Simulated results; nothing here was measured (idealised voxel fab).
voxel self aligned vias: a process module
The figure presents cross-section cut, which has a width of 220 nm and is divided into square cells with an edge length of 5 nm.
A cross-section in this document is a grid of square cells, and it is written down as bands, the top band listed before the ones below it; a band is made up of one or more rows of cells. Band entry format. Leading values: height of top, height of bottom, nm. Remainder: materials in left-to-right order, each with its width in nm. Special words: "full width" on a single material, which then fills the band edge to edge; "blank", empty space. Ref level 0: as-received wafer is one material below here. Bottom band extends down with no lower bound ("z 0 and below"). You'd read "30..40" like this: the band's top row of cells is as wide as the first number, its bottom row is as wide as the second, and going down, every row changes width by the same amount as the row before did. Any step labelled "nothing was modified" changed none of the cells in the cross-section. What "Closed voids list" gives you is every empty space of 8 cells or more that is cut off from the top. Each appears as width x height at distance, with the distance taken from the left edge and width, height and distance all in nm. Post-settings text on a step line: simulator's own remark regarding the step. Regarding "overlay nm": on a step with a mask, it is the distance the mask lay to the right of its planned place; a negative value places it to the left. Heads up before you read on: it's before/after pairs around one process step each, after side only down to the lowest band that changed, step plus settings under the pair. Pairs can be from different runs of this module, same starting wafer, so only chain a pair onto the one above if its "Geometry before processing" entry says so.

Geometry before processing:
	z 0 and below: Si full width
	Closed voids list: none

Cross-Section After Step:
	z 15 to 0: SiO2 full width
	Everything below 0 is unchanged.
	Closed voids list: none
Which process step falls between the two cross-sections above? CONFORMAL_DEP (material SiO2; thk nm 15)

Geometry before processing: the cross-section after the pair above

Cross-Section After Step:
	z 20 to 15: SiCN full width
	Everything below 15 is unchanged.
	Closed voids list: none
Which process step falls between the two cross-sections above? CONFORMAL_DEP (material SiCN; thk nm 5)

Geometry before processing: the cross-section after the pair above

Cross-Section After Step:
	z 40 to 20: lowk full width
	Everything below 20 is unchanged.
	Closed voids list: none
Which process step falls between the two cross-sections above? DIRECTIONAL_DEP (material lowk; thk nm 20)

Geometry before processing: the cross-section after the pair above

Cross-Section After Step:
	z 50 to 40: aC full width
	Everything below 40 is unchanged.
	Closed voids list: none
Which process step falls between the two cross-sections above? DIRECTIONAL_DEP (material aC; thk nm 10)

Geometry before processing: the cross-section after the pair above

Cross-Section After Step:
	z 75 to 50: 40 of resist  25 of blank  30 of resist  25 of blank  30 of resist  25 of blank  45 of resist
	Everything below 50 is unchanged.
	Closed voids list: none
Which process step falls between the two cross-sections above? PATTERN (tone open; mask id LINES; material resist; width nm 25; pitch nm 55; thk nm 25; overlay nm 0)

Geometry before processing: the cross-section after the pair above

Cross-Section After Step:
	z 65 to 50: 40 of resist  25 of blank  30 of resist  25 of blank  30 of resist  25 of blank  45 of resist
	z 50 to 40: 40 of aC  25 of blank  30 of aC  25 of blank  30 of aC  25 of blank  45 of aC
	Everything below 40 is unchanged.
	Closed voids list: none
Which process step falls between the two cross-sections above? DIRECTIONAL_ETCH (etch materials aC; depth nm 10)

Geometry before processing: the cross-section after the pair above

Cross-Section After Step:
	z 50 to 40: 40 of aC  25 of blank  30 of aC  25 of blank  30 of aC  25 of blank  45 of aC
	Everything below 40 is unchanged.
	Closed voids list: none
Which process step falls between the two cross-sections above? STRIP (etch materials resist)

Geometry before processing: the cross-section after the pair above

Cross-Section After Step:
	z 50 to 40: 40 of aC  25 of blank  30 of aC  25 of blank  30 of aC  25 of blank  45 of aC
	z 40 to 20: 40 of lowk  25 of blank  30 of lowk  25 of blank  30 of lowk  25 of blank  45 of lowk
	Everything below 20 is unchanged.
	Closed voids list: none
Which process step falls between the two cross-sections above? DIRECTIONAL_ETCH (etch materials lowk; depth nm 20)

Geometry before processing: the cross-section after the pair above

Cross-Section After Step:
	z 40 to 20: 40 of lowk  25 of blank  30 of lowk  25 of blank  30 of lowk  25 of blank  45 of lowk
	Everything below 20 is unchanged.
	Closed voids list: none
Which process step falls between the two cross-sections above? STRIP (etch materials aC)

Geometry before processing: the cross-section after the pair above

Cross-Section After Step:
	z 45 to 40: 45 of TiN  15 of blank  40 of TiN  15 of blank  40 of TiN  15 of blank  50 of TiN
	z 40 to 25: 40 of lowk  5 of TiN  15 of blank  5 of TiN  30 of lowk  5 of TiN  15 of blank  5 of TiN  30 of lowk  5 of TiN  15 of blank  5 of TiN  45 of lowk
	z 25 to 20: 40 of lowk  25 of TiN  30 of lowk  25 of TiN  30 of lowk  25 of TiN  45 of lowk
	Everything below 20 is unchanged.
	Closed voids list: none
Which process step falls between the two cross-sections above? CONFORMAL_DEP (material TiN; thk nm 5)

Geometry before processing: the cross-section after the pair above

Cross-Section After Step:
	z 55 to 45: W full width
	z 45 to 40: 45 of TiN  15 of W  40 of TiN  15 of W  40 of TiN  15 of W  50 of TiN
	z 40 to 25: 40 of lowk  5 of TiN  15 of W  5 of TiN  30 of lowk  5 of TiN  15 of W  5 of TiN  30 of lowk  5 of TiN  15 of W  5 of TiN  45 of lowk
	Everything below 25 is unchanged.
	Closed voids list: none
Which process step falls between the two cross-sections above? FILL_DEP (material W; thk nm 10)

Geometry before processing: the cross-section after the pair above

Cross-Section After Step:
	z 40 to 25: 40 of lowk  5 of TiN  15 of W  5 of TiN  30 of lowk  5 of TiN  15 of W  5 of TiN  30 of lowk  5 of TiN  15 of W  5 of TiN  45 of lowk
	Everything below 25 is unchanged.
	Closed voids list: none
Which process step falls between the two cross-sections above? CMP (height nm 40)

Geometry before processing: the cross-section after the pair above

Cross-Section After Step:
	z 40 to 35: 40 of lowk  25 of blank  30 of lowk  25 of blank  30 of lowk  25 of blank  45 of lowk
	Everything below 35 is unchanged.
	Closed voids list: none
Which process step falls between the two cross-sections above? SELECTIVE_ETCH (etch materials W Ru TiN; depth nm 5)

Geometry before processing: the cross-section after the pair above

Cross-Section After Step:
	z 50 to 40: SiN full width
	z 40 to 35: 40 of lowk  25 of SiN  30 of lowk  25 of SiN  30 of lowk  25 of SiN  45 of lowk
	Everything below 35 is unchanged.
	Closed voids list: none
Which process step falls between the two cross-sections above? FILL_DEP (material SiN; thk nm 10)

Geometry before processing: the cross-section after the pair above

Cross-Section After Step:
	z 40 to 35: 40 of lowk  25 of SiN  30 of lowk  25 of SiN  30 of lowk  25 of SiN  45 of lowk
	Everything below 35 is unchanged.
	Closed voids list: none
Which process step falls between the two cross-sections above? CMP (height nm 40)

Geometry before processing: the cross-section after the pair above

Cross-Section After Step:
	z 60 to 40: lowk full width
	Everything below 40 is unchanged.
	Closed voids list: none
Which process step falls between the two cross-sections above? DIRECTIONAL_DEP (material lowk; thk nm 20)

Geometry before processing: the cross-section after the pair above

Cross-Section After Step:
	z 75 to 60: 35 of resist  35 of blank  75 of resist  35 of blank  40 of resist
	Everything below 60 is unchanged.
	Closed voids list: none
Which process step falls between the two cross-sections above? PATTERN (tone open; mask id VIAS; material resist; width nm 35; pitch nm 110; thk nm 15; overlay nm 0)

Geometry before processing: the cross-section after the pair above

Cross-Section After Step:
	z 75 to 60: 35 of resist  35 of blank  75 of resist  35 of blank  40 of resist
	z 60 to 40: 35 of lowk  35 of blank  75 of lowk  35 of blank  40 of lowk
	Everything below 40 is unchanged.
	Closed voids list: none
Which process step falls between the two cross-sections above? DIRECTIONAL_ETCH (etch materials lowk; depth nm 20)

Geometry before processing: the cross-section after the pair above

Cross-Section After Step:
	z 75 to 60: 35 of resist  35 of blank  75 of resist  35 of blank  40 of resist
	z 60 to 40: 35 of lowk  35 of blank  75 of lowk  35 of blank  40 of lowk
	z 40 to 35: 40 of lowk  25 of blank  30 of lowk  25 of SiN  30 of lowk  25 of blank  45 of lowk
	Everything below 35 is unchanged.
	Closed voids list: none
Which process step falls between the two cross-sections above? DIRECTIONAL_ETCH (etch materials SiN; depth nm 5)

Geometry before processing: the cross-section after the pair above

Cross-Section After Step:
	z 60 to 40: 35 of lowk  35 of blank  75 of lowk  35 of blank  40 of lowk
	Everything below 40 is unchanged.
	Closed voids list: none
Which process step falls between the two cross-sections above? STRIP (etch materials resist)

Geometry before processing: the cross-section after the pair above

Cross-Section After Step:
	z 65 to 60: 40 of TiN  25 of blank  85 of TiN  25 of blank  45 of TiN
	z 60 to 45: 35 of lowk  5 of TiN  25 of blank  5 of TiN  75 of lowk  5 of TiN  25 of blank  5 of TiN  40 of lowk
	z 45 to 40: 35 of lowk  10 of TiN  15 of blank  10 of TiN  75 of lowk  10 of TiN  15 of blank  10 of TiN  40 of lowk
	z 40 to 35: 40 of lowk  25 of TiN  30 of lowk  25 of SiN  30 of lowk  25 of TiN  45 of lowk
	Everything below 35 is unchanged.
	Closed voids list: none
Which process step falls between the two cross-sections above? CONFORMAL_DEP (material TiN; thk nm 5)

Geometry before processing: the cross-section after the pair above

Cross-Section After Step:
	z 75 to 65: Cu full width
	z 65 to 60: 40 of TiN  25 of Cu  85 of TiN  25 of Cu  45 of TiN
	z 60 to 45: 35 of lowk  5 of TiN  25 of Cu  5 of TiN  75 of lowk  5 of TiN  25 of Cu  5 of TiN  40 of lowk
	z 45 to 40: 35 of lowk  10 of TiN  15 of Cu  10 of TiN  75 of lowk  10 of TiN  15 of Cu  10 of TiN  40 of lowk
	Everything below 40 is unchanged.
	Closed voids list: none
Which process step falls between the two cross-sections above? FILL_DEP (material Cu; thk nm 10)

Geometry before processing: the cross-section after the pair above

Cross-Section After Step:
	z 60 to 45: 35 of lowk  5 of TiN  25 of Cu  5 of TiN  75 of lowk  5 of TiN  25 of Cu  5 of TiN  40 of lowk
	Everything below 45 is unchanged.
	Closed voids list: none
Which process step falls between the two cross-sections above? CMP (height nm 60)

Geometry before processing: the cross-section after the pair above

Cross-Section After Step:
	z 65 to 60: SiN full width
	Everything below 60 is unchanged.
	Closed voids list: none
Which process step falls between the two cross-sections above? CONFORMAL_DEP (material SiN; thk nm 5)

Geometry before processing:
	z 15 to 0: SiO2 full width
	z 0 and below: Si full width
	Closed voids list: none

Cross-Section After Step:
	z 35 to 15: lowk full width
	Everything below 15 is unchanged.
	Closed voids list: none
Which process step falls between the two cross-sections above? DIRECTIONAL_DEP (material lowk; thk nm 20)

Geometry before processing: the cross-section after the pair above

Cross-Section After Step:
	z 45 to 35: aC full width
	Everything below 35 is unchanged.
	Closed voids list: none
Which process step falls between the two cross-sections above? DIRECTIONAL_DEP (material aC; thk nm 10)

Geometry before processing: the cross-section after the pair above

Cross-Section After Step:
	z 70 to 45: 40 of resist  25 of blank  30 of resist  25 of blank  30 of resist  25 of blank  45 of resist
	Everything below 45 is unchanged.
	Closed voids list: none
Which process step falls between the two cross-sections above? PATTERN (tone open; mask id LINES; material resist; width nm 25; pitch nm 55; thk nm 25; overlay nm 0)

Geometry before processing: the cross-section after the pair above

Cross-Section After Step:
	z 60 to 45: 40 of resist  25 of blank  30 of resist  25 of blank  30 of resist  25 of blank  45 of resist
	z 45 to 35: 40 of aC  25 of blank  30 of aC  25 of blank  30 of aC  25 of blank  45 of aC
	Everything below 35 is unchanged.
	Closed voids list: none
Which process step falls between the two cross-sections above? DIRECTIONAL_ETCH (etch materials aC; depth nm 10)

Geometry before processing: the cross-section after the pair above

Cross-Section After Step:
	z 45 to 35: 40 of aC  25 of blank  30 of aC  25 of blank  30 of aC  25 of blank  45 of aC
	Everything below 35 is unchanged.
	Closed voids list: none
Which process step falls between the two cross-sections above? STRIP (etch materials resist)

Geometry before processing: the cross-section after the pair above

Cross-Section After Step:
	z 45 to 35: 40 of aC  25 of blank  30 of aC  25 of blank  30 of aC  25 of blank  45 of aC
	z 35 to 15: 40 of lowk  25 of blank  30 of lowk  25 of blank  30 of lowk  25 of blank  45 of lowk
	Everything below 15 is unchanged.
	Closed voids list: none
Which process step falls between the two cross-sections above? DIRECTIONAL_ETCH (etch materials lowk; depth nm 20)

Geometry before processing: the cross-section after the pair above

Cross-Section After Step:
	z 35 to 15: 40 of lowk  25 of blank  30 of lowk  25 of blank  30 of lowk  25 of blank  45 of lowk
	Everything below 15 is unchanged.
	Closed voids list: none
Which process step falls between the two cross-sections above? STRIP (etch materials aC)

Geometry before processing: the cross-section after the pair above

Cross-Section After Step:
	z 40 to 35: 45 of TiN  15 of blank  40 of TiN  15 of blank  40 of TiN  15 of blank  50 of TiN
	z 35 to 20: 40 of lowk  5 of TiN  15 of blank  5 of TiN  30 of lowk  5 of TiN  15 of blank  5 of TiN  30 of lowk  5 of TiN  15 of blank  5 of TiN  45 of lowk
	z 20 to 15: 40 of lowk  25 of TiN  30 of lowk  25 of TiN  30 of lowk  25 of TiN  45 of lowk
	Everything below 15 is unchanged.
	Closed voids list: none
Which process step falls between the two cross-sections above? CONFORMAL_DEP (material TiN; thk nm 5)

Geometry before processing: the cross-section after the pair above

Cross-Section After Step:
	z 50 to 40: W full width
	z 40 to 35: 45 of TiN  15 of W  40 of TiN  15 of W  40 of TiN  15 of W  50 of TiN
	z 35 to 20: 40 of lowk  5 of TiN  15 of W  5 of TiN  30 of lowk  5 of TiN  15 of W  5 of TiN  30 of lowk  5 of TiN  15 of W  5 of TiN  45 of lowk
	Everything below 20 is unchanged.
	Closed voids list: none
Which process step falls between the two cross-sections above? FILL_DEP (material W; thk nm 10)

Geometry before processing: the cross-section after the pair above

Cross-Section After Step:
	z 40 to 35: 45 of TiN  15 of W  40 of TiN  15 of W  40 of TiN  15 of W  50 of TiN
	Everything below 35 is unchanged.
	Closed voids list: none
Which process step falls between the two cross-sections above? CMP (height nm 40)

Geometry before processing: the cross-section after the pair above

Cross-Section After Step:
	z 35 to 20: 40 of lowk  5 of TiN  15 of W  5 of TiN  30 of lowk  5 of TiN  15 of W  5 of TiN  30 of lowk  5 of TiN  15 of W  5 of TiN  45 of lowk
	Everything below 20 is unchanged.
	Closed voids list: none
Which process step falls between the two cross-sections above? SELECTIVE_ETCH (etch materials W Ru TiN; depth nm 5)

Geometry before processing: the cross-section after the pair above

Cross-Section After Step:
	z 45 to 35: SiN full width
	Everything below 35 is unchanged.
	Closed voids list: none
Which process step falls between the two cross-sections above? FILL_DEP (material SiN; thk nm 10)

Geometry before processing: the cross-section after the pair above

Cross-Section After Step:
	z 40 to 35: SiN full width
	Everything below 35 is unchanged.
	Closed voids list: none
Which process step falls between the two cross-sections above? CMP (height nm 40)

Geometry before processing: the cross-section after the pair above

Cross-Section After Step:
	z 60 to 40: lowk full width
	Everything below 40 is unchanged.
	Closed voids list: none
Which process step falls between the two cross-sections above? DIRECTIONAL_DEP (material lowk; thk nm 20)

Geometry before processing: the cross-section after the pair above

Cross-Section After Step:
	z 75 to 60: 35 of resist  35 of blank  75 of resist  35 of blank  40 of resist
	Everything below 60 is unchanged.
	Closed voids list: none
Which process step falls between the two cross-sections above? PATTERN (tone open; mask id VIAS; material resist; width nm 35; pitch nm 110; thk nm 15; overlay nm 0)

Geometry before processing: the cross-section after the pair above

Cross-Section After Step:
	z 75 to 60: 35 of resist  35 of blank  75 of resist  35 of blank  40 of resist
	z 60 to 40: 35 of lowk  35 of blank  75 of lowk  35 of blank  40 of lowk
	Everything below 40 is unchanged.
	Closed voids list: none
Which process step falls between the two cross-sections above? DIRECTIONAL_ETCH (etch materials lowk; depth nm 20)

Geometry before processing: the cross-section after the pair above

Cross-Section After Step:
	z 75 to 60: 35 of resist  35 of blank  75 of resist  35 of blank  40 of resist
	z 60 to 40: 35 of lowk  35 of blank  75 of lowk  35 of blank  40 of lowk
	z 40 to 35: 35 of SiN  35 of blank  75 of SiN  35 of blank  40 of SiN
	Everything below 35 is unchanged.
	Closed voids list: none
Which process step falls between the two cross-sections above? DIRECTIONAL_ETCH (etch materials SiN; depth nm 5)

Geometry before processing: the cross-section after the pair above

Cross-Section After Step:
	z 60 to 40: 35 of lowk  35 of blank  75 of lowk  35 of blank  40 of lowk
	Everything below 40 is unchanged.
	Closed voids list: none
Which process step falls between the two cross-sections above? STRIP (etch materials resist)

Geometry before processing: the cross-section after the pair above

Cross-Section After Step:
	z 65 to 60: 40 of TiN  25 of blank  85 of TiN  25 of blank  45 of TiN
	z 60 to 40: 35 of lowk  5 of TiN  25 of blank  5 of TiN  75 of lowk  5 of TiN  25 of blank  5 of TiN  40 of lowk
	z 40 to 35: 35 of SiN  35 of TiN  75 of SiN  35 of TiN  40 of SiN
	Everything below 35 is unchanged.
	Closed voids list: none
Which process step falls between the two cross-sections above? CONFORMAL_DEP (material TiN; thk nm 5)

Geometry before processing: the cross-section after the pair above

Cross-Section After Step:
	z 75 to 65: Cu full width
	z 65 to 60: 40 of TiN  25 of Cu  85 of TiN  25 of Cu  45 of TiN
	z 60 to 40: 35 of lowk  5 of TiN  25 of Cu  5 of TiN  75 of lowk  5 of TiN  25 of Cu  5 of TiN  40 of lowk
	Everything below 40 is unchanged.
	Closed voids list: none
Which process step falls between the two cross-sections above? FILL_DEP (material Cu; thk nm 10)

Geometry before processing: the cross-section after the pair above

Cross-Section After Step:
	z 60 to 40: 35 of lowk  5 of TiN  25 of Cu  5 of TiN  75 of lowk  5 of TiN  25 of Cu  5 of TiN  40 of lowk
	Everything below 40 is unchanged.
	Closed voids list: none
Which process step falls between the two cross-sections above? CMP (height nm 60)

Geometry before processing: the cross-section after the pair above

Cross-Section After Step:
	z 65 to 60: SiN full width
	Everything below 60 is unchanged.
	Closed voids list: none
Which process step falls between the two cross-sections above? CONFORMAL_DEP (material SiN; thk nm 5)

Geometry before processing:
	z 15 to 0: SiO2 full width
	z 0 and below: Si full width
	Closed voids list: none

Cross-Section After Step:
	z 30 to 0: SiO2 full width
	Everything below 0 is unchanged.
	Closed voids list: none
Which process step falls between the two cross-sections above? CONFORMAL_DEP (material SiO2; thk nm 15)

Geometry before processing: the cross-section after the pair above

Cross-Section After Step:
	z 35 to 30: SiCN full width
	Everything below 30 is unchanged.
	Closed voids list: none
Which process step falls between the two cross-sections above? CONFORMAL_DEP (material SiCN; thk nm 5)

Geometry before processing: the cross-section after the pair above

Cross-Section After Step:
	z 55 to 35: lowk full width
	Everything below 35 is unchanged.
	Closed voids list: none
Which process step falls between the two cross-sections above? DIRECTIONAL_DEP (material lowk; thk nm 20)

Geometry before processing: the cross-section after the pair above

Cross-Section After Step:
	z 65 to 55: aC full width
	Everything below 55 is unchanged.
	Closed voids list: none
Which process step falls between the two cross-sections above? DIRECTIONAL_DEP (material aC; thk nm 10)

Geometry before processing: the cross-section after the pair above

Cross-Section After Step:
	z 90 to 65: 40 of resist  25 of blank  30 of resist  25 of blank  30 of resist  25 of blank  45 of resist
	Everything below 65 is unchanged.
	Closed voids list: none
Which process step falls between the two cross-sections above? PATTERN (tone open; mask id LINES; material resist; width nm 25; pitch nm 55; thk nm 25; overlay nm 0)

Geometry before processing: the cross-section after the pair above

Cross-Section After Step:
	z 80 to 65: 40 of resist  25 of blank  30 of resist  25 of blank  30 of resist  25 of blank  45 of resist
	z 65 to 55: 40 of aC  25 of blank  30 of aC  25 of blank  30 of aC  25 of blank  45 of aC
	Everything below 55 is unchanged.
	Closed voids list: none
Which process step falls between the two cross-sections above? DIRECTIONAL_ETCH (etch materials aC; depth nm 10)

Geometry before processing: the cross-section after the pair above

Cross-Section After Step:
	z 65 to 55: 40 of aC  25 of blank  30 of aC  25 of blank  30 of aC  25 of blank  45 of aC
	Everything below 55 is unchanged.
	Closed voids list: none
Which process step falls between the two cross-sections above? STRIP (etch materials resist)

Geometry before processing: the cross-section after the pair above

Cross-Section After Step:
	z 65 to 55: 40 of aC  25 of blank  30 of aC  25 of blank  30 of aC  25 of blank  45 of aC
	z 55 to 35: 40 of lowk  25 of blank  30 of lowk  25 of blank  30 of lowk  25 of blank  45 of lowk
	Everything below 35 is unchanged.
	Closed voids list: none
Which process step falls between the two cross-sections above? DIRECTIONAL_ETCH (etch materials lowk; depth nm 20)

Geometry before processing: the cross-section after the pair above

Cross-Section After Step:
	z 55 to 35: 40 of lowk  25 of blank  30 of lowk  25 of blank  30 of lowk  25 of blank  45 of lowk
	Everything below 35 is unchanged.
	Closed voids list: none
Which process step falls between the two cross-sections above? STRIP (etch materials aC)

Geometry before processing: the cross-section after the pair above

Cross-Section After Step:
	z 60 to 55: 45 of TiN  15 of blank  40 of TiN  15 of blank  40 of TiN  15 of blank  50 of TiN
	z 55 to 40: 40 of lowk  5 of TiN  15 of blank  5 of TiN  30 of lowk  5 of TiN  15 of blank  5 of TiN  30 of lowk  5 of TiN  15 of blank  5 of TiN  45 of lowk
	z 40 to 35: 40 of lowk  25 of TiN  30 of lowk  25 of TiN  30 of lowk  25 of TiN  45 of lowk
	Everything below 35 is unchanged.
	Closed voids list: none
Which process step falls between the two cross-sections above? CONFORMAL_DEP (material TiN; thk nm 5)

Geometry before processing: the cross-section after the pair above

Cross-Section After Step:
	z 70 to 60: W full width
	z 60 to 55: 45 of TiN  15 of W  40 of TiN  15 of W  40 of TiN  15 of W  50 of TiN
	z 55 to 40: 40 of lowk  5 of TiN  15 of W  5 of TiN  30 of lowk  5 of TiN  15 of W  5 of TiN  30 of lowk  5 of TiN  15 of W  5 of TiN  45 of lowk
	Everything below 40 is unchanged.
	Closed voids list: none
Which process step falls between the two cross-sections above? FILL_DEP (material W; thk nm 10)

Geometry before processing: the cross-section after the pair above

Cross-Section After Step:
	z 40 to 35: 40 of lowk  25 of TiN  30 of lowk  25 of TiN  30 of lowk  25 of TiN  45 of lowk
	Everything below 35 is unchanged.
	Closed voids list: none
Which process step falls between the two cross-sections above? CMP (height nm 40)

Geometry before processing: the cross-section after the pair above

Cross-Section After Step:
	z 40 to 35: 40 of lowk  25 of blank  30 of lowk  25 of blank  30 of lowk  25 of blank  45 of lowk
	Everything below 35 is unchanged.
	Closed voids list: none
Which process step falls between the two cross-sections above? SELECTIVE_ETCH (etch materials W Ru TiN; depth nm 5)

Geometry before processing: the cross-section after the pair above

Cross-Section After Step:
	z 50 to 40: SiN full width
	z 40 to 35: 40 of lowk  25 of SiN  30 of lowk  25 of SiN  30 of lowk  25 of SiN  45 of lowk
	Everything below 35 is unchanged.
	Closed voids list: none
Which process step falls between the two cross-sections above? FILL_DEP (material SiN; thk nm 10)

Geometry before processing: the cross-section after the pair above

Cross-Section After Step:
	z 40 to 35: 40 of lowk  25 of SiN  30 of lowk  25 of SiN  30 of lowk  25 of SiN  45 of lowk
	Everything below 35 is unchanged.
	Closed voids list: none
Which process step falls between the two cross-sections above? CMP (height nm 40)

Geometry before processing: the cross-section after the pair above

Cross-Section After Step:
	z 60 to 40: lowk full width
	Everything below 40 is unchanged.
	Closed voids list: none
Which process step falls between the two cross-sections above? DIRECTIONAL_DEP (material lowk; thk nm 20)

Geometry before processing: the cross-section after the pair above

Cross-Section After Step:
	z 75 to 60: 35 of resist  35 of blank  75 of resist  35 of blank  40 of resist
	Everything below 60 is unchanged.
	Closed voids list: none
Which process step falls between the two cross-sections above? PATTERN (tone open; mask id VIAS; material resist; width nm 35; pitch nm 110; thk nm 15; overlay nm 0)

Geometry before processing: the cross-section after the pair above

Cross-Section After Step:
	z 75 to 60: 35 of resist  35 of blank  75 of resist  35 of blank  40 of resist
	z 60 to 40: 35 of lowk  35 of blank  75 of lowk  35 of blank  40 of lowk
	Everything below 40 is unchanged.
	Closed voids list: none
Which process step falls between the two cross-sections above? DIRECTIONAL_ETCH (etch materials lowk; depth nm 20)

Geometry before processing: the cross-section after the pair above

Cross-Section After Step:
	z 75 to 60: 35 of resist  35 of blank  75 of resist  35 of blank  40 of resist
	z 60 to 40: 35 of lowk  35 of blank  75 of lowk  35 of blank  40 of lowk
	z 40 to 35: 40 of lowk  25 of blank  30 of lowk  25 of SiN  30 of lowk  25 of blank  45 of lowk
	Everything below 35 is unchanged.
	Closed voids list: none
Which process step falls between the two cross-sections above? DIRECTIONAL_ETCH (etch materials SiN; depth nm 5)

Geometry before processing: the cross-section after the pair above

Cross-Section After Step:
	z 60 to 40: 35 of lowk  35 of blank  75 of lowk  35 of blank  40 of lowk
	Everything below 40 is unchanged.
	Closed voids list: none
Which process step falls between the two cross-sections above? STRIP (etch materials resist)

Geometry before processing: the cross-section after the pair above

Cross-Section After Step:
	z 65 to 60: 40 of TiN  25 of blank  85 of TiN  25 of blank  45 of TiN
	z 60 to 45: 35 of lowk  5 of TiN  25 of blank  5 of TiN  75 of lowk  5 of TiN  25 of blank  5 of TiN  40 of lowk
	z 45 to 40: 35 of lowk  10 of TiN  15 of blank  10 of TiN  75 of lowk  10 of TiN  15 of blank  10 of TiN  40 of lowk
	z 40 to 35: 40 of lowk  25 of TiN  30 of lowk  25 of SiN  30 of lowk  25 of TiN  45 of lowk
	Everything below 35 is unchanged.
	Closed voids list: none
Which process step falls between the two cross-sections above? CONFORMAL_DEP (material TiN; thk nm 5)

Geometry before processing: the cross-section after the pair above

Cross-Section After Step:
	z 75 to 65: Cu full width
	z 65 to 60: 40 of TiN  25 of Cu  85 of TiN  25 of Cu  45 of TiN
	z 60 to 45: 35 of lowk  5 of TiN  25 of Cu  5 of TiN  75 of lowk  5 of TiN  25 of Cu  5 of TiN  40 of lowk
	z 45 to 40: 35 of lowk  10 of TiN  15 of Cu  10 of TiN  75 of lowk  10 of TiN  15 of Cu  10 of TiN  40 of lowk
	Everything below 40 is unchanged.
	Closed voids list: none
Which process step falls between the two cross-sections above? FILL_DEP (material Cu; thk nm 10)

Geometry before processing: the cross-section after the pair above

Cross-Section After Step:
	z 60 to 45: 35 of lowk  5 of TiN  25 of Cu  5 of TiN  75 of lowk  5 of TiN  25 of Cu  5 of TiN  40 of lowk
	Everything below 45 is unchanged.
	Closed voids list: none
Which process step falls between the two cross-sections above? CMP (height nm 60)

Geometry before processing: the cross-section after the pair above

Cross-Section After Step:
	z 65 to 60: SiN full width
	Everything below 60 is unchanged.
	Closed voids list: none
Which process step falls between the two cross-sections above? CONFORMAL_DEP (material SiN; thk nm 5)

Geometry before processing:
	z 35 to 15: lowk full width
	z 15 to 0: SiO2 full width
	z 0 and below: Si full width
	Closed voids list: none

Cross-Section After Step:
	z 40 to 35: SiCN full width
	Everything below 35 is unchanged.
	Closed voids list: none
Which process step falls between the two cross-sections above? CONFORMAL_DEP (material SiCN; thk nm 5)

Geometry before processing: the cross-section after the pair above

Cross-Section After Step:
	z 50 to 40: aC full width
	Everything below 40 is unchanged.
	Closed voids list: none
Which process step falls between the two cross-sections above? DIRECTIONAL_DEP (material aC; thk nm 10)

Geometry before processing: the cross-section after the pair above

Cross-Section After Step:
	z 75 to 50: 40 of resist  25 of blank  30 of resist  25 of blank  30 of resist  25 of blank  45 of resist
	Everything below 50 is unchanged.
	Closed voids list: none
Which process step falls between the two cross-sections above? PATTERN (tone open; mask id LINES; material resist; width nm 25; pitch nm 55; thk nm 25; overlay nm 0)

Geometry before processing: the cross-section after the pair above

Cross-Section After Step:
	z 65 to 50: 40 of resist  25 of blank  30 of resist  25 of blank  30 of resist  25 of blank  45 of resist
	z 50 to 40: 40 of aC  25 of blank  30 of aC  25 of blank  30 of aC  25 of blank  45 of aC
	Everything below 40 is unchanged.
	Closed voids list: none
Which process step falls between the two cross-sections above? DIRECTIONAL_ETCH (etch materials aC; depth nm 10)

Geometry before processing: the cross-section after the pair above

Cross-Section After Step:
	z 50 to 40: 40 of aC  25 of blank  30 of aC  25 of blank  30 of aC  25 of blank  45 of aC
	Everything below 40 is unchanged.
	Closed voids list: none
Which process step falls between the two cross-sections above? STRIP (etch materials resist)

Geometry before processing: the cross-section after the pair above

Cross-Section After Step:
	z 40 to 35: SiCN full width
	Everything below 35 is unchanged.
	Closed voids list: none
Which process step falls between the two cross-sections above? STRIP (etch materials aC)

Geometry before processing: the cross-section after the pair above

Cross-Section After Step:
	z 45 to 40: TiN full width
	Everything below 40 is unchanged.
	Closed voids list: none
Which process step falls between the two cross-sections above? CONFORMAL_DEP (material TiN; thk nm 5)

Geometry before processing: the cross-section after the pair above

Cross-Section After Step:
	z 55 to 45: W full width
	Everything below 45 is unchanged.
	Closed voids list: none
Which process step falls between the two cross-sections above? FILL_DEP (material W; thk nm 10)

Geometry before processing: the cross-section after the pair above

Cross-Section After Step:
	z 40 to 35: SiCN full width
	Everything below 35 is unchanged.
	Closed voids list: none
Which process step falls between the two cross-sections above? CMP (height nm 40)

Geometry before processing: the cross-section after the pair above

Cross-Section After Step:
	z 50 to 40: SiN full width
	Everything below 40 is unchanged.
	Closed voids list: none
Which process step falls between the two cross-sections above? FILL_DEP (material SiN; thk nm 10)

Geometry before processing: the cross-section after the pair above

Cross-Section After Step:
	z 40 to 35: SiCN full width
	Everything below 35 is unchanged.
	Closed voids list: none
Which process step falls between the two cross-sections above? CMP (height nm 40)

Geometry before processing: the cross-section after the pair above

Cross-Section After Step:
	z 60 to 40: lowk full width
	Everything below 40 is unchanged.
	Closed voids list: none
Which process step falls between the two cross-sections above? DIRECTIONAL_DEP (material lowk; thk nm 20)

Geometry before processing: the cross-section after the pair above

Cross-Section After Step:
	z 75 to 60: 35 of resist  35 of blank  75 of resist  35 of blank  40 of resist
	Everything below 60 is unchanged.
	Closed voids list: none
Which process step falls between the two cross-sections above? PATTERN (tone open; mask id VIAS; material resist; width nm 35; pitch nm 110; thk nm 15; overlay nm 0)

Geometry before processing: the cross-section after the pair above

Cross-Section After Step:
	z 75 to 60: 35 of resist  35 of blank  75 of resist  35 of blank  40 of resist
	z 60 to 40: 35 of lowk  35 of blank  75 of lowk  35 of blank  40 of lowk
	Everything below 40 is unchanged.
	Closed voids list: none
Which process step falls between the two cross-sections above? DIRECTIONAL_ETCH (etch materials lowk; depth nm 20)

Geometry before processing: the cross-section after the pair above

Cross-Section After Step:
	z 60 to 40: 35 of lowk  35 of blank  75 of lowk  35 of blank  40 of lowk
	Everything below 40 is unchanged.
	Closed voids list: none
Which process step falls between the two cross-sections above? STRIP (etch materials resist)

Geometry before processing: the cross-section after the pair above

Cross-Section After Step:
	z 65 to 60: 40 of TiN  25 of blank  85 of TiN  25 of blank  45 of TiN
	z 60 to 45: 35 of lowk  5 of TiN  25 of blank  5 of TiN  75 of lowk  5 of TiN  25 of blank  5 of TiN  40 of lowk
	z 45 to 40: 35 of lowk  35 of TiN  75 of lowk  35 of TiN  40 of lowk
	Everything below 40 is unchanged.
	Closed voids list: none
Which process step falls between the two cross-sections above? CONFORMAL_DEP (material TiN; thk nm 5)
